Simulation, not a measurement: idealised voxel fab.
Module name: voxel gate over fins (process module)
We display cut, a cross-section 280 nm in width whose square cells are each 5 nm.
This document writes a cross-section as a grid whose cells are square, and gives it as bands, listed from the top down; one or more rows of cells form a band.
Basically the band line says how high the top is and how high the bottom is, in nm, and then what's in it from left to right, every material with its width in nm. Empty space shows up as "air", and if a single material carries "all across" it runs the full band edge to edge.
Note: height 0 marks the level under which the wafer is uniformly one material as received. Lowest band unbounded below, written "0 down".
When a width is written as two numbers, as in "30..40", the first number is the width in the top row of cells of the band and the second is the width in its bottom row, and the width changes by the same amount from each row to the next.
Step marked "everything unchanged"? Then no cell in the cross-section changed in it.
The entry titled "Unvented voids" provides the empty spaces that have no open way to the top, restricted to those of 8 cells or more. Each is presented as width x height at distance, the distance being measured from the left edge, with all three in nm.
Text after the settings on a step's line: the simulator's own remark on that step.
overlay nm: on a step with a mask, how far right of its planned place the mask lay; negative means left.

# Planned step list for the process
1) op RECEIVE | material Si
2) op CONFORMAL_DEP | material SiN | thk nm 5
3) op DIRECTIONAL_DEP | material aC | thk nm 10
4) op PATTERN | tone cover | mask id FINS | material resist | width nm 15 | pitch nm 45 | thk nm 25 | overlay nm 0
5) op DIRECTIONAL_ETCH | etch materials aC | depth nm 10
6) op STRIP | etch materials resist
7) op DIRECTIONAL_ETCH | etch materials SiN | depth nm 5
8) op DIRECTIONAL_ETCH | etch materials Si | depth nm 30
9) op STRIP | etch materials aC
10) op FILL_DEP | material SiO2 | thk nm 10
11) op CMP | height nm 5
12) op SELECTIVE_ETCH | etch materials SiO2 | depth nm 20
13) op STRIP | etch materials SiN
14) op CONFORMAL_DEP | material HfO2 | thk nm 5
15) op CONFORMAL_DEP | material TiN | thk nm 5
16) op CONFORMAL_DEP | material TiAl | thk nm 5
17) op CONFORMAL_DEP | material TiN | thk nm 5
18) op FILL_DEP | material W | thk nm 10
19) op CMP | height nm 25
20) op CONFORMAL_DEP | material SiCN | thk nm 10

# Incoming wafer in cross-section (state: after step 1)
* 0 down | Si all across
* Unvented voids: none

# Here's the cross-section of the first of our two wafers at the end of the module - it ran as planned
* 35 to 25 | SiCN all across
* 25 to 20 | W all across
* 20 to 15 | W 45 nm, TiN 190 nm, W 45 nm
* 15 to 10 | W 45 nm, TiN 5 nm, TiAl 180 nm, TiN 5 nm, W 45 nm
* 10 to 5 | W 45 nm, TiN 5 nm, TiAl 5 nm, TiN 35 nm, TiAl 10 nm, TiN 35 nm, TiAl 10 nm, TiN 35 nm, TiAl 10 nm, TiN 35 nm, TiAl 5 nm, TiN 5 nm, W 45 nm
* 5 to 0 | TiN 50 nm, TiAl 5 nm, TiN 5 nm, HfO2 25 nm, TiN 5 nm, TiAl 10 nm, TiN 5 nm, HfO2 25 nm, TiN 5 nm, TiAl 10 nm, TiN 5 nm, HfO2 25 nm, TiN 5 nm, TiAl 10 nm, TiN 5 nm, HfO2 25 nm, TiN 5 nm, TiAl 5 nm, TiN 50 nm
* 0 to -5 | TiAl 55 nm, TiN 5 nm, HfO2 5 nm, Si 15 nm, HfO2 5 nm, TiN 5 nm, TiAl 10 nm, TiN 5 nm, HfO2 5 nm, Si 15 nm, HfO2 5 nm, TiN 5 nm, TiAl 10 nm, TiN 5 nm, HfO2 5 nm, Si 15 nm, HfO2 5 nm, TiN 5 nm, TiAl 10 nm, TiN 5 nm, HfO2 5 nm, Si 15 nm, HfO2 5 nm, TiN 5 nm, TiAl 55 nm
* -5 to -10 | TiN 60 nm, HfO2 5 nm, Si 15 nm, HfO2 5 nm, TiN 20 nm, HfO2 5 nm, Si 15 nm, HfO2 5 nm, TiN 20 nm, HfO2 5 nm, Si 15 nm, HfO2 5 nm, TiN 20 nm, HfO2 5 nm, Si 15 nm, HfO2 5 nm, TiN 60 nm
* -10 to -15 | HfO2 65 nm, Si 15 nm, HfO2 30 nm, Si 15 nm, HfO2 30 nm, Si 15 nm, HfO2 30 nm, Si 15 nm, HfO2 65 nm
* -15 to -30 | SiO2 65 nm, Si 15 nm, SiO2 30 nm, Si 15 nm, SiO2 30 nm, Si 15 nm, SiO2 30 nm, Si 15 nm, SiO2 65 nm
* -30 down | Si all across
* Unvented voids: none

# Cross-sectional image of the second wafer of the two following completion of the module. Starting state and process plan were the same as for the first wafer; one execution error occurred
* 35 to 25 | SiCN all across
* 25 to 20 | W all across
* 20 to 15 | W 45 nm, TiAl 190 nm, W 45 nm
* 15 to 5 | W 45 nm, TiAl 5 nm, TiN 180 nm, TiAl 5 nm, W 45 nm
* 5 to 0 | TiAl 50 nm, TiN 10 nm, HfO2 25 nm, TiN 20 nm, HfO2 25 nm, TiN 20 nm, HfO2 25 nm, TiN 20 nm, HfO2 25 nm, TiN 10 nm, TiAl 50 nm
* 0 to -10 | TiN 60 nm, HfO2 5 nm, Si 15 nm, HfO2 5 nm, TiN 20 nm, HfO2 5 nm, Si 15 nm, HfO2 5 nm, TiN 20 nm, HfO2 5 nm, Si 15 nm, HfO2 5 nm, TiN 20 nm, HfO2 5 nm, Si 15 nm, HfO2 5 nm, TiN 60 nm
* -10 to -15 | HfO2 65 nm, Si 15 nm, HfO2 30 nm, Si 15 nm, HfO2 30 nm, Si 15 nm, HfO2 30 nm, Si 15 nm, HfO2 65 nm
* -15 to -30 | SiO2 65 nm, Si 15 nm, SiO2 30 nm, Si 15 nm, SiO2 30 nm, Si 15 nm, SiO2 30 nm, Si 15 nm, SiO2 65 nm
* -30 down | Si all across
* Unvented voids: none
What was done differently from what was planned? mixed up steps 16 and 17 - ran each in the other's place
The final cell counts differ between the wafers, with the second having more or fewer of some materials than the first: 18 fewer of TiAl; 18 more of TiN
